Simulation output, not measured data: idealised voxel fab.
The document below concerns the process module designated voxel fin reveal.
The figure presents cross-section cut, which has a width of 185 nm and is divided into square cells with an edge length of 5 nm.
A cross-section is a grid of square cells, given in bands from the top down. A band is one or more rows of cells. It is stipulated that each band's entry specify, in nanometres, the height of the top of the band and then that of its bottom, followed by the materials of the band in left-to-right sequence, each together with its width in nanometres. A single material marked by the word "full width" is understood to fill the band from edge to edge; the word "air" is understood to denote empty space. Heights are measured from 0, the level below which the as-received wafer is all one material; the lowest band has no bottom and continues downward, written as in "0 and below". Think of "30 to 40" as a width that walks from the first number to the second as you go down the band, top row to bottom row, taking equal-sized steps from row to row. It should be understood that the words "nothing different", when stated for a given step, signify that the cross-section underwent no change in any of its cells during that step. Any empty space of 8 cells or more lacking an open way to the top shows up in "Sealed internal cavities" as width x height at distance, distance from the left edge, in nm. It should be noted that, on the line of a given step, the content following the step's settings is a remark produced by the simulator itself with respect to that step. overlay nm: mask offset rightward from planned place, masked step; negative means leftward offset.

Steps planned for the process:
1. RECEIVE,material Si
2. CONFORMAL_DEP,material SiN,thk nm 10
3. MASKED_ETCH,tone cover,mask id FINS,width nm 15,pitch nm 35,etch materials SiN,depth nm 10,overlay nm 0
4. MASKED_ETCH,tone cover,mask id FINS,width nm 15,pitch nm 35,etch materials Si,depth nm 40,overlay nm 0
5. FILL_DEP,material SiO2,thk nm 5
6. CMP,height nm 10
7. SELECTIVE_ETCH,etch materials SiO2,depth nm 30
8. STRIP,etch materials SiN
9. CONFORMAL_DEP,material HfO2,thk nm 5

First of the two wafers, run per plan:

This is the cross-section of the wafer as we received it, i.e. after step 1:
- 0 and below  Si full width
- Sealed internal cavities: none

Sectional view: wafer, after step 2:
- 10 down to 0  SiN full width
- Everything below 0 is unchanged.

Sectional view: wafer, after step 3:
- 10 down to 0  air=65, then SiN=15, then air=20, then SiN=15, then air=70
- Everything below 0 is unchanged.

Sectional view: wafer, after step 4:
- 10 down to 0  air=65, then SiN=15, then air=20, then SiN=15, then air=70
- 0 down to -40  air=65, then Si=15, then air=20, then Si=15, then air=70
- Everything below -40 is unchanged.

Sectional view: wafer, after step 5:
- 15 down to 10  SiO2 full width
- 10 down to 0  SiO2=65, then SiN=15, then SiO2=20, then SiN=15, then SiO2=70
- 0 down to -40  SiO2=65, then Si=15, then SiO2=20, then Si=15, then SiO2=70
- Everything below -40 is unchanged.

Sectional view: wafer, after step 6:
- 10 down to 0  SiO2=65, then SiN=15, then SiO2=20, then SiN=15, then SiO2=70
- Everything below 0 is unchanged.

Sectional view: wafer, after step 7:
- 10 down to 0  air=65, then SiN=15, then air=20, then SiN=15, then air=70
- 0 down to -20  air=65, then Si=15, then air=20, then Si=15, then air=70
- Everything below -20 is unchanged.

Sectional view: wafer, after step 8:
- 0 down to -20  air=65, then Si=15, then air=20, then Si=15, then air=70
- Everything below -20 is unchanged.

Sectional view: wafer, after step 9:
- 5 down to 0  air=60, then HfO2=25, then air=10, then HfO2=25, then air=65
- 0 down to -15  air=60, then HfO2=5, then Si=15, then HfO2=5, then air=10, then HfO2=5, then Si=15, then HfO2=5, then air=65
- -15 down to -20  HfO2=65, then Si=15, then HfO2=20, then Si=15, then HfO2=70
- Everything below -20 is unchanged.

Second wafer, same starting conditions and recipe as the first, one mistake in executing it, nothing differs from the first up to and including step 3:

At the planned end of step 4, the second wafer in cross-section:
- 10 down to 0  air=65, then SiN=15, then air=20, then SiN=15, then air=70
- 0 down to -50  air=65, then Si=15, then air=20, then Si=15, then air=70
- Everything below -50 is unchanged.

At the planned end of step 5, the second wafer in cross-section:
- 15 down to 10  SiO2 full width
- 10 down to 0  SiO2=65, then SiN=15, then SiO2=20, then SiN=15, then SiO2=70
- 0 down to -50  SiO2=65, then Si=15, then SiO2=20, then Si=15, then SiO2=70
- Everything below -50 is unchanged.

At the planned end of step 6, the second wafer in cross-section:
- 10 down to 0  SiO2=65, then SiN=15, then SiO2=20, then SiN=15, then SiO2=70
- Everything below 0 is unchanged.

At the planned end of step 7, the second wafer in cross-section:
- 10 down to 0  air=65, then SiN=15, then air=20, then SiN=15, then air=70
- 0 down to -20  air=65, then Si=15, then air=20, then Si=15, then air=70
- Everything below -20 is unchanged.

At the planned end of step 8, the second wafer in cross-section:
- 0 down to -20  air=65, then Si=15, then air=20, then Si=15, then air=70
- Everything below -20 is unchanged.

At the planned end of step 9, the second wafer in cross-section:
- 5 down to 0  air=60, then HfO2=25, then air=10, then HfO2=25, then air=65
- 0 down to -15  air=60, then HfO2=5, then Si=15, then HfO2=5, then air=10, then HfO2=5, then Si=15, then HfO2=5, then air=65
- -15 down to -20  HfO2=65, then Si=15, then HfO2=20, then Si=15, then HfO2=70
- Everything below -20 is unchanged.
Deviation noted in wafer processing: step 4 deviated from plan and actually ran as MASKED_ETCH,tone cover,mask id FINS,width nm 15,pitch nm 35,etch materials Si,depth nm 50,overlay nm 0
Counted in cells at the end, the second wafer holds more or fewer of these materials than the first: -62 Si, +62 SiO2
